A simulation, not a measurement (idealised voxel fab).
process module | voxel wiring stack
cross-section cut | 230 nm wide | cells 5 nm
A cross-section is a grid of square cells, given in bands from the top down. A band is one or more rows of cells.
Each band's line starts with the height of the band's top and of its bottom, in nm. Then come its materials from left to right, each with its width in nm. One material with "throughout" fills the band from edge to edge. "air" is empty space.
Height 0 is the level under which the wafer as received is all one material. The lowest band goes on downwards, as in "0 down".
A width such as "30 to 40" changes by the same amount from each row of cells to the next, from the band's top row to its bottom row.
"no change" after a step means that no cell of the cross-section changed.
closed voids: empty space of 8 cells or more with no open way to the top, each as width x height at its distance from the left edge, in nm
after a step's settings: what the simulator itself notes on the step
overlay nm, on a step with a mask: how far to the right of its planned place the mask lay; to the left if negative
plan
1 op RECEIVE | material Si
2 op CONFORMAL_DEP | material SiO2 | thk nm 15
3 op DIRECTIONAL_DEP | material TiN | thk nm 5
4 op DIRECTIONAL_DEP | material W | thk nm 25
5 op DIRECTIONAL_DEP | material aC | thk nm 15
6 op PATTERN | tone cover | mask id METAL_1 | material resist | width nm 25 | pitch nm 40 | thk nm 30 | overlay nm 0
7 op DIRECTIONAL_ETCH | etch materials aC | depth nm 15
8 op STRIP | etch materials resist
9 op DIRECTIONAL_ETCH | etch materials W | depth nm 25
10 op DIRECTIONAL_ETCH | etch materials TiN | depth nm 5
11 op STRIP | etch materials aC
12 op FILL_DEP | material lowk | thk nm 5
13 op CMP | height nm 45
14 op CONFORMAL_DEP | material SiCN | thk nm 5
15 op DIRECTIONAL_DEP | material SiO2 | thk nm 15
16 op DIRECTIONAL_DEP | material aC | thk nm 10
17 op PATTERN | tone open | mask id PLUG_1 | material resist | width nm 15 | pitch nm 80 | thk nm 25 | overlay nm 0
18 op DIRECTIONAL_ETCH | etch materials aC | depth nm 10
19 op STRIP | etch materials resist
20 op DIRECTIONAL_ETCH | etch materials SiO2 | depth nm 15
21 op DIRECTIONAL_ETCH | etch materials SiCN | depth nm 5
22 op STRIP | etch materials aC
23 op EPI | material Ru | thk nm 10
24 op EPI | material Ru | thk nm 10
25 op DIRECTIONAL_DEP | material TiN | thk nm 5
26 op DIRECTIONAL_DEP | material W | thk nm 15
27 op MASKED_ETCH | tone cover | mask id METAL_2 | width nm 25 | pitch nm 40 | etch materials W | depth nm 15 | overlay nm 0
28 op MASKED_ETCH | tone cover | mask id METAL_2 | width nm 25 | pitch nm 40 | etch materials TiN | depth nm 5 | overlay nm 0
29 op CONFORMAL_DEP | material SiN | thk nm 5
30 op FILL_DEP | material SiO2 | thk nm 5
31 op CMP | height nm 85
32 op CONFORMAL_DEP | material SiCN | thk nm 5
33 op DIRECTIONAL_DEP | material lowk | thk nm 25
34 op DIRECTIONAL_DEP | material aC | thk nm 15
35 op PATTERN | tone open | mask id METAL_3_HOLES | material resist | width nm 15 | pitch nm 40 | thk nm 35 | overlay nm 0
36 op DIRECTIONAL_ETCH | etch materials aC | depth nm 15
37 op STRIP | etch materials resist
38 op DIRECTIONAL_ETCH | etch materials lowk | depth nm 25
39 op STRIP | etch materials aC
40 op DIRECTIONAL_DEP | material aC | thk nm 10
41 op PATTERN | tone open | mask id METAL_3 | material resist | width nm 25 | pitch nm 40 | thk nm 25 | overlay nm 0
42 op DIRECTIONAL_ETCH | etch materials aC | depth nm 10
43 op STRIP | etch materials resist
44 op DIRECTIONAL_ETCH | etch materials lowk | depth nm 15
45 op DIRECTIONAL_ETCH | etch materials SiCN | depth nm 5
46 op STRIP | etch materials aC
47 op CONFORMAL_DEP | material TiN | thk nm 5
48 op FILL_DEP | material Ru | thk nm 5
49 op CMP | height nm 115
50 op CONFORMAL_DEP | material SiCN | thk nm 5
51 op DIRECTIONAL_DEP | material lowk | thk nm 15
52 op PATTERN | tone open | mask id PLUG_3 | material resist | width nm 15 | pitch nm 80 | thk nm 15 | overlay nm 0
53 op DIRECTIONAL_ETCH | etch materials lowk | depth nm 15
54 op DIRECTIONAL_ETCH | etch materials SiCN | depth nm 5
55 op STRIP | etch materials resist
56 op CONFORMAL_DEP | material TiN | thk nm 5
57 op FILL_DEP | material W | thk nm 5
58 op CMP | height nm 135
59 op DIRECTIONAL_DEP | material TiN | thk nm 5
60 op DIRECTIONAL_DEP | material W | thk nm 15
61 op PATTERN | tone cover | mask id METAL_4 | material resist | width nm 25 | pitch nm 40 | thk nm 15 | overlay nm 0
62 op DIRECTIONAL_ETCH | etch materials W | depth nm 15
63 op DIRECTIONAL_ETCH | etch materials TiN | depth nm 5
64 op STRIP | etch materials resist
65 op FILL_DEP | material lowk | thk nm 10
66 op CMP | height nm 155
67 op CONFORMAL_DEP | material SiCN | thk nm 5
first wafer, as planned
as received, after step 1
  0 down: Si throughout
  closed voids: none
after step 2
  15 to 0: SiO2 throughout
  below 0: unchanged
after step 3
  20 to 15: TiN throughout
  below 15: unchanged
after step 4
  45 to 20: W throughout
  below 20: unchanged
after step 5
  60 to 45: aC throughout
  below 45: unchanged
after step 6
  90 to 60: air 40 | resist 25 | air 15 | resist 25 | air 15 | resist 25 | air 15 | resist 25 | air 45
  below 60: unchanged
after step 7
  75 to 60: air 40 | resist 25 | air 15 | resist 25 | air 15 | resist 25 | air 15 | resist 25 | air 45
  60 to 45: air 40 | aC 25 | air 15 | aC 25 | air 15 | aC 25 | air 15 | aC 25 | air 45
  below 45: unchanged
after step 8
  60 to 45: air 40 | aC 25 | air 15 | aC 25 | air 15 | aC 25 | air 15 | aC 25 | air 45
  below 45: unchanged
after step 9
  60 to 45: air 40 | aC 25 | air 15 | aC 25 | air 15 | aC 25 | air 15 | aC 25 | air 45
  45 to 20: air 40 | W 25 | air 15 | W 25 | air 15 | W 25 | air 15 | W 25 | air 45
  below 20: unchanged
after step 10
  60 to 45: air 40 | aC 25 | air 15 | aC 25 | air 15 | aC 25 | air 15 | aC 25 | air 45
  45 to 20: air 40 | W 25 | air 15 | W 25 | air 15 | W 25 | air 15 | W 25 | air 45
  20 to 15: air 40 | TiN 25 | air 15 | TiN 25 | air 15 | TiN 25 | air 15 | TiN 25 | air 45
  below 15: unchanged
after step 11
  45 to 20: air 40 | W 25 | air 15 | W 25 | air 15 | W 25 | air 15 | W 25 | air 45
  below 20: unchanged
after step 12
  50 to 45: lowk throughout
  45 to 20: lowk 40 | W 25 | lowk 15 | W 25 | lowk 15 | W 25 | lowk 15 | W 25 | lowk 45
  20 to 15: lowk 40 | TiN 25 | lowk 15 | TiN 25 | lowk 15 | TiN 25 | lowk 15 | TiN 25 | lowk 45
  below 15: unchanged
after step 13
  45 to 20: lowk 40 | W 25 | lowk 15 | W 25 | lowk 15 | W 25 | lowk 15 | W 25 | lowk 45
  below 20: unchanged
after step 14
  50 to 45: SiCN throughout
  below 45: unchanged
after step 15
  65 to 50: SiO2 throughout
  below 50: unchanged
after step 16
  75 to 65: aC throughout
  below 65: unchanged
after step 17
  100 to 75: resist 40 | air 15 | resist 65 | air 15 | resist 95
  below 75: unchanged
after step 18
  90 to 75: resist 40 | air 15 | resist 65 | air 15 | resist 95
  75 to 65: aC 40 | air 15 | aC 65 | air 15 | aC 95
  below 65: unchanged
after step 19
  75 to 65: aC 40 | air 15 | aC 65 | air 15 | aC 95
  below 65: unchanged
after step 20
  75 to 65: aC 40 | air 15 | aC 65 | air 15 | aC 95
  65 to 50: SiO2 40 | air 15 | SiO2 65 | air 15 | SiO2 95
  below 50: unchanged
after step 21
  75 to 65: aC 40 | air 15 | aC 65 | air 15 | aC 95
  65 to 50: SiO2 40 | air 15 | SiO2 65 | air 15 | SiO2 95
  50 to 45: SiCN 40 | air 15 | SiCN 65 | air 15 | SiCN 95
  below 45: unchanged
after step 22
  65 to 50: SiO2 40 | air 15 | SiO2 65 | air 15 | SiO2 95
  below 50: unchanged
after step 23
  65 to 55: SiO2 40 | air 15 | SiO2 65 | air 15 | SiO2 95
  55 to 50: SiO2 40 | Ru 15 | SiO2 65 | Ru 15 | SiO2 95
  50 to 45: SiCN 40 | Ru 15 | SiCN 65 | Ru 15 | SiCN 95
  below 45: unchanged
after step 24
  65 to 50: SiO2 40 | Ru 15 | SiO2 65 | Ru 15 | SiO2 95
  below 50: unchanged
after step 25
  70 to 65: TiN throughout
  below 65: unchanged
after step 26
  85 to 70: W throughout
  below 70: unchanged
after step 27
  85 to 70: air 40 | W 25 | air 15 | W 25 | air 15 | W 25 | air 15 | W 25 | air 45
  below 70: unchanged
after step 28
  85 to 70: air 40 | W 25 | air 15 | W 25 | air 15 | W 25 | air 15 | W 25 | air 45
  70 to 65: air 40 | TiN 25 | air 15 | TiN 25 | air 15 | TiN 25 | air 15 | TiN 25 | air 45
  below 65: unchanged
after step 29
  90 to 85: air 35 | SiN 35 | air 5 | SiN 35 | air 5 | SiN 35 | air 5 | SiN 35 | air 40
  85 to 70: air 35 | SiN 5 | W 25 | SiN 5 | air 5 | SiN 5 | W 25 | SiN 5 | air 5 | SiN 5 | W 25 | SiN 5 | air 5 | SiN 5 | W 25 | SiN 5 | air 40
  70 to 65: SiN 40 | TiN 25 | SiN 15 | TiN 25 | SiN 15 | TiN 25 | SiN 15 | TiN 25 | SiN 45
  below 65: unchanged
after step 30
  95 to 90: SiO2 throughout
  90 to 85: SiO2 35 | SiN 35 | SiO2 5 | SiN 35 | SiO2 5 | SiN 35 | SiO2 5 | SiN 35 | SiO2 40
  85 to 70: SiO2 35 | SiN 5 | W 25 | SiN 5 | SiO2 5 | SiN 5 | W 25 | SiN 5 | SiO2 5 | SiN 5 | W 25 | SiN 5 | SiO2 5 | SiN 5 | W 25 | SiN 5 | SiO2 40
  below 70: unchanged
after step 31
  85 to 70: SiO2 35 | SiN 5 | W 25 | SiN 5 | SiO2 5 | SiN 5 | W 25 | SiN 5 | SiO2 5 | SiN 5 | W 25 | SiN 5 | SiO2 5 | SiN 5 | W 25 | SiN 5 | SiO2 40
  below 70: unchanged
after step 32
  90 to 85: SiCN throughout
  below 85: unchanged
after step 33
  115 to 90: lowk throughout
  below 90: unchanged
after step 34
  130 to 115: aC throughout
  below 115: unchanged
after step 35
  165 to 130: resist 40 | air 15 | resist 25 | air 15 | resist 25 | air 15 | resist 25 | air 15 | resist 55
  below 130: unchanged
after step 36
  150 to 130: resist 40 | air 15 | resist 25 | air 15 | resist 25 | air 15 | resist 25 | air 15 | resist 55
  130 to 115: aC 40 | air 15 | aC 25 | air 15 | aC 25 | air 15 | aC 25 | air 15 | aC 55
  below 115: unchanged
after step 37
  130 to 115: aC 40 | air 15 | aC 25 | air 15 | aC 25 | air 15 | aC 25 | air 15 | aC 55
  below 115: unchanged
after step 38
  130 to 115: aC 40 | air 15 | aC 25 | air 15 | aC 25 | air 15 | aC 25 | air 15 | aC 55
  115 to 90: lowk 40 | air 15 | lowk 25 | air 15 | lowk 25 | air 15 | lowk 25 | air 15 | lowk 55
  below 90: unchanged
after step 39
  115 to 90: lowk 40 | air 15 | lowk 25 | air 15 | lowk 25 | air 15 | lowk 25 | air 15 | lowk 55
  below 90: unchanged
after step 40
  125 to 115: aC 40 | air 15 | aC 25 | air 15 | aC 25 | air 15 | aC 25 | air 15 | aC 55
  115 to 100: lowk 40 | air 15 | lowk 25 | air 15 | lowk 25 | air 15 | lowk 25 | air 15 | lowk 55
  100 to 90: lowk 40 | aC 15 | lowk 25 | aC 15 | lowk 25 | aC 15 | lowk 25 | aC 15 | lowk 55
  below 90: unchanged
after step 41
  150 to 125: resist 40 | air 25 | resist 15 | air 25 | resist 15 | air 25 | resist 15 | air 25 | resist 45
  below 125: unchanged
after step 42
  140 to 125: resist 40 | air 25 | resist 15 | air 25 | resist 15 | air 25 | resist 15 | air 25 | resist 45
  125 to 115: aC 40 | air 25 | aC 15 | air 25 | aC 15 | air 25 | aC 15 | air 25 | aC 45
  115 to 90: lowk 40 | air 15 | lowk 25 | air 15 | lowk 25 | air 15 | lowk 25 | air 15 | lowk 55
  below 90: unchanged
after step 43
  125 to 115: aC 40 | air 25 | aC 15 | air 25 | aC 15 | air 25 | aC 15 | air 25 | aC 45
  below 115: unchanged
after step 44
  125 to 115: aC 40 | air 25 | aC 15 | air 25 | aC 15 | air 25 | aC 15 | air 25 | aC 45
  115 to 100: lowk 40 | air 25 | lowk 15 | air 25 | lowk 15 | air 25 | lowk 15 | air 25 | lowk 45
  below 100: unchanged
after step 45
  125 to 115: aC 40 | air 25 | aC 15 | air 25 | aC 15 | air 25 | aC 15 | air 25 | aC 45
  115 to 100: lowk 40 | air 25 | lowk 15 | air 25 | lowk 15 | air 25 | lowk 15 | air 25 | lowk 45
  100 to 90: lowk 40 | air 15 | lowk 25 | air 15 | lowk 25 | air 15 | lowk 25 | air 15 | lowk 55
  90 to 85: SiCN 40 | air 15 | SiCN 25 | air 15 | SiCN 25 | air 15 | SiCN 25 | air 15 | SiCN 55
  below 85: unchanged
after step 46
  115 to 100: lowk 40 | air 25 | lowk 15 | air 25 | lowk 15 | air 25 | lowk 15 | air 25 | lowk 45
  below 100: unchanged
after step 47
  120 to 115: TiN 45 | air 15 | TiN 25 | air 15 | TiN 25 | air 15 | TiN 25 | air 15 | TiN 50
  115 to 105: lowk 40 | TiN 5 | air 15 | TiN 5 | lowk 15 | TiN 5 | air 15 | TiN 5 | lowk 15 | TiN 5 | air 15 | TiN 5 | lowk 15 | TiN 5 | air 15 | TiN 5 | lowk 45
  105 to 100: lowk 40 | TiN 5 | air 5 | TiN 15 | lowk 15 | TiN 5 | air 5 | TiN 15 | lowk 15 | TiN 5 | air 5 | TiN 15 | lowk 15 | TiN 5 | air 5 | TiN 15 | lowk 45
  100 to 90: lowk 40 | TiN 5 | air 5 | TiN 5 | lowk 25 | TiN 5 | air 5 | TiN 5 | lowk 25 | TiN 5 | air 5 | TiN 5 | lowk 25 | TiN 5 | air 5 | TiN 5 | lowk 55
  90 to 85: SiCN 40 | TiN 15 | SiCN 25 | TiN 15 | SiCN 25 | TiN 15 | SiCN 25 | TiN 15 | SiCN 55
  below 85: unchanged
after step 48
  125 to 120: Ru throughout
  120 to 115: TiN 45 | Ru 15 | TiN 25 | Ru 15 | TiN 25 | Ru 15 | TiN 25 | Ru 15 | TiN 50
  115 to 105: lowk 40 | TiN 5 | Ru 15 | TiN 5 | lowk 15 | TiN 5 | Ru 15 | TiN 5 | lowk 15 | TiN 5 | Ru 15 | TiN 5 | lowk 15 | TiN 5 | Ru 15 | TiN 5 | lowk 45
  105 to 100: lowk 40 | TiN 5 | Ru 5 | TiN 15 | lowk 15 | TiN 5 | Ru 5 | TiN 15 | lowk 15 | TiN 5 | Ru 5 | TiN 15 | lowk 15 | TiN 5 | Ru 5 | TiN 15 | lowk 45
  100 to 90: lowk 40 | TiN 5 | Ru 5 | TiN 5 | lowk 25 | TiN 5 | Ru 5 | TiN 5 | lowk 25 | TiN 5 | Ru 5 | TiN 5 | lowk 25 | TiN 5 | Ru 5 | TiN 5 | lowk 55
  below 90: unchanged
after step 49
  115 to 105: lowk 40 | TiN 5 | Ru 15 | TiN 5 | lowk 15 | TiN 5 | Ru 15 | TiN 5 | lowk 15 | TiN 5 | Ru 15 | TiN 5 | lowk 15 | TiN 5 | Ru 15 | TiN 5 | lowk 45
  below 105: unchanged
after step 50
  120 to 115: SiCN throughout
  below 115: unchanged
after step 51
  135 to 120: lowk throughout
  below 120: unchanged
after step 52
  150 to 135: resist 40 | air 15 | resist 65 | air 15 | resist 95
  below 135: unchanged
after step 53
  150 to 135: resist 40 | air 15 | resist 65 | air 15 | resist 95
  135 to 120: lowk 40 | air 15 | lowk 65 | air 15 | lowk 95
  below 120: unchanged
after step 54
  150 to 135: resist 40 | air 15 | resist 65 | air 15 | resist 95
  135 to 120: lowk 40 | air 15 | lowk 65 | air 15 | lowk 95
  120 to 115: SiCN 40 | air 15 | SiCN 65 | air 15 | SiCN 95
  below 115: unchanged
after step 55
  135 to 120: lowk 40 | air 15 | lowk 65 | air 15 | lowk 95
  below 120: unchanged
after step 56
  140 to 135: TiN 45 | air 5 | TiN 75 | air 5 | TiN 100
  135 to 120: lowk 40 | TiN 5 | air 5 | TiN 5 | lowk 65 | TiN 5 | air 5 | TiN 5 | lowk 95
  120 to 115: SiCN 40 | TiN 15 | SiCN 65 | TiN 15 | SiCN 95
  below 115: unchanged
after step 57
  145 to 140: W throughout
  140 to 135: TiN 45 | W 5 | TiN 75 | W 5 | TiN 100
  135 to 120: lowk 40 | TiN 5 | W 5 | TiN 5 | lowk 65 | TiN 5 | W 5 | TiN 5 | lowk 95
  below 120: unchanged
after step 58
  135 to 120: lowk 40 | TiN 5 | W 5 | TiN 5 | lowk 65 | TiN 5 | W 5 | TiN 5 | lowk 95
  below 120: unchanged
after step 59
  140 to 135: TiN throughout
  below 135: unchanged
after step 60
  155 to 140: W throughout
  below 140: unchanged
after step 61
  170 to 155: air 40 | resist 25 | air 15 | resist 25 | air 15 | resist 25 | air 15 | resist 25 | air 45
  below 155: unchanged
after step 62
  170 to 155: air 40 | resist 25 | air 15 | resist 25 | air 15 | resist 25 | air 15 | resist 25 | air 45
  155 to 140: air 40 | W 25 | air 15 | W 25 | air 15 | W 25 | air 15 | W 25 | air 45
  below 140: unchanged
after step 63
  170 to 155: air 40 | resist 25 | air 15 | resist 25 | air 15 | resist 25 | air 15 | resist 25 | air 45
  155 to 140: air 40 | W 25 | air 15 | W 25 | air 15 | W 25 | air 15 | W 25 | air 45
  140 to 135: air 40 | TiN 25 | air 15 | TiN 25 | air 15 | TiN 25 | air 15 | TiN 25 | air 45
  below 135: unchanged
after step 64
  155 to 140: air 40 | W 25 | air 15 | W 25 | air 15 | W 25 | air 15 | W 25 | air 45
  below 140: unchanged
after step 65
  165 to 155: lowk throughout
  155 to 140: lowk 40 | W 25 | lowk 15 | W 25 | lowk 15 | W 25 | lowk 15 | W 25 | lowk 45
  140 to 135: lowk 40 | TiN 25 | lowk 15 | TiN 25 | lowk 15 | TiN 25 | lowk 15 | TiN 25 | lowk 45
  below 135: unchanged
after step 66
  155 to 140: lowk 40 | W 25 | lowk 15 | W 25 | lowk 15 | W 25 | lowk 15 | W 25 | lowk 45
  below 140: unchanged
after step 67
  160 to 155: SiCN throughout
  below 155: unchanged
second wafer: like start, like plan, one mistake. Through step 60 it matches the first wafer
when step 61 should have ended
  170 to 155: air 45 | resist 15 | air 25 | resist 15 | air 25 | resist 15 | air 25 | resist 15 | air 50
  below 155: unchanged
when step 62 should have ended
  170 to 155: air 45 | resist 15 | air 25 | resist 15 | air 25 | resist 15 | air 25 | resist 15 | air 50
  155 to 140: air 45 | W 15 | air 25 | W 15 | air 25 | W 15 | air 25 | W 15 | air 50
  below 140: unchanged
when step 63 should have ended
  170 to 155: air 45 | resist 15 | air 25 | resist 15 | air 25 | resist 15 | air 25 | resist 15 | air 50
  155 to 140: air 45 | W 15 | air 25 | W 15 | air 25 | W 15 | air 25 | W 15 | air 50
  140 to 135: air 45 | TiN 15 | air 25 | TiN 15 | air 25 | TiN 15 | air 25 | TiN 15 | air 50
  below 135: unchanged
when step 64 should have ended
  155 to 140: air 45 | W 15 | air 25 | W 15 | air 25 | W 15 | air 25 | W 15 | air 50
  below 140: unchanged
when step 65 should have ended
  165 to 155: lowk throughout
  155 to 140: lowk 45 | W 15 | lowk 25 | W 15 | lowk 25 | W 15 | lowk 25 | W 15 | lowk 50
  140 to 135: lowk 45 | TiN 15 | lowk 25 | TiN 15 | lowk 25 | TiN 15 | lowk 25 | TiN 15 | lowk 50
  below 135: unchanged
when step 66 should have ended
  155 to 140: lowk 45 | W 15 | lowk 25 | W 15 | lowk 25 | W 15 | lowk 25 | W 15 | lowk 50
  below 140: unchanged
when step 67 should have ended
  160 to 155: SiCN throughout
  below 155: unchanged
what went wrong: step 61 ran as: op PATTERN | tone cover | mask id METAL_4 | material resist | width nm 15 | pitch nm 40 | thk nm 15 | overlay nm 0
at the end the second wafer has, in cells: 8 fewer of TiN | 24 fewer of W | 32 more of lowk
